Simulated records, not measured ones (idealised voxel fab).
process module | voxel local oxidation
cross-section cut | 265 nm wide | cells 5 nm
A cross-section is a grid of square cells, given in bands from the top down. A band is one or more rows of cells.
Each band's line starts with the height of the band's top and of its bottom, in nm. Then come its materials from left to right, each with its width in nm. One material with "throughout" fills the band from edge to edge. "air" is empty space.
Height 0 is the level under which the wafer as received is all one material. The lowest band goes on downwards, as in "0 down".
A width such as "30 to 40" changes by the same amount from each row of cells to the next, from the band's top row to its bottom row.
"no change" after a step means that no cell of the cross-section changed.
closed voids: empty space of 8 cells or more with no open way to the top, each as width x height at its distance from the left edge, in nm
after a step's settings: what the simulator itself notes on the step
overlay nm, on a step with a mask: how far to the right of its planned place the mask lay; to the left if negative
plan
1 op RECEIVE | material Si
2 op OXIDIZE | depth nm 5
3 op CONFORMAL_DEP | material SiN | thk nm 15
4 op MASKED_ETCH | tone cover | mask id ACTIVE | width nm 100 | etch materials SiN | depth nm 15 | overlay nm 0
5 op SELECTIVE_ETCH | etch materials SiO2 | depth nm 5
6 op OXIDIZE | depth nm 10
7 op STRIP | etch materials SiN
as received, after step 1
  0 down: Si throughout
  closed voids: none
first wafer at the end, as planned
  0 to -5: air 85 | SiO2 90 | air 90
  -5 to -15: SiO2 95 | Si 70 | SiO2 100
  -15 down: Si throughout
  closed voids: none
second wafer at the end: like start, like plan, one mistake
  -5 to -15: SiO2 throughout
  -15 down: Si throughout
  closed voids: none
what went wrong: step 3 was left out
at the end the second wafer has, in cells: 28 fewer of Si | 10 more of SiO2
